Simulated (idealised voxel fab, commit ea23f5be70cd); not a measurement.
process module | voxel quadruple lines
cross-section cut | 285 nm wide | cells 5 nm
A cross-section is a grid of square cells, given in bands from the top down. A band is one or more rows of cells.
Each band's line starts with the height of the band's top and of its bottom, in nm. Then come its materials from left to right, each with its width in nm. One material with "throughout" fills the band from edge to edge. "air" is empty space.
Height 0 is the level under which the wafer as received is all one material. The lowest band goes on downwards, as in "0 down".
A width such as "30 to 40" changes by the same amount from each row of cells to the next, from the band's top row to its bottom row.
"no change" after a step means that no cell of the cross-section changed.
closed voids: empty space of 8 cells or more with no open way to the top, each as width x height at its distance from the left edge, in nm
after a step's settings: what the simulator itself notes on the step
overlay nm, on a step with a mask: how far to the right of its planned place the mask lay; to the left if negative
plan
1 op RECEIVE | material Si
2 op CONFORMAL_DEP | material SiO2 | thk nm 5
3 op DIRECTIONAL_DEP | material W | thk nm 10
4 op DIRECTIONAL_DEP | material polySi | thk nm 20
5 op DIRECTIONAL_DEP | material aC | thk nm 25
6 op PATTERN | tone cover | mask id MANDREL | material resist | width nm 20 | pitch nm 60 | thk nm 35 | overlay nm 0
7 op DIRECTIONAL_ETCH | etch materials aC | depth nm 25
8 op STRIP | etch materials resist
9 op CONFORMAL_DEP | material SiO2 | thk nm 10
10 op DIRECTIONAL_ETCH | etch materials SiO2 | depth nm 10
11 op STRIP | etch materials aC
12 op DIRECTIONAL_ETCH | etch materials polySi | depth nm 20
13 op STRIP | etch materials SiO2
14 op CONFORMAL_DEP | material SiCN | thk nm 5
15 op DIRECTIONAL_ETCH | etch materials SiCN | depth nm 5
16 op STRIP | etch materials polySi
17 op DIRECTIONAL_ETCH | etch materials W | depth nm 10
18 op STRIP | etch materials SiCN
as received, after step 1
  0 down: Si throughout
  closed voids: none
first wafer at the end, as planned
  15 to 5: air 85 | W 5 | air 10 | W 5 | air 10 | W 5 | air 10 | W 5 | air 10 | W 5 | air 10 | W 5 | air 10 | W 5 | air 10 | W 5 | air 90
  5 to 0: SiO2 throughout
  0 down: Si throughout
  closed voids: none
second wafer at the end: like start, like plan, one mistake
  40 to 15: aC throughout
  15 to 5: W throughout
  5 to 0: SiO2 throughout
  0 down: Si throughout
  closed voids: none
what went wrong: steps 4 and 5 were swapped
at the end the second wafer has, in cells: 98 more of W | 285 more of aC
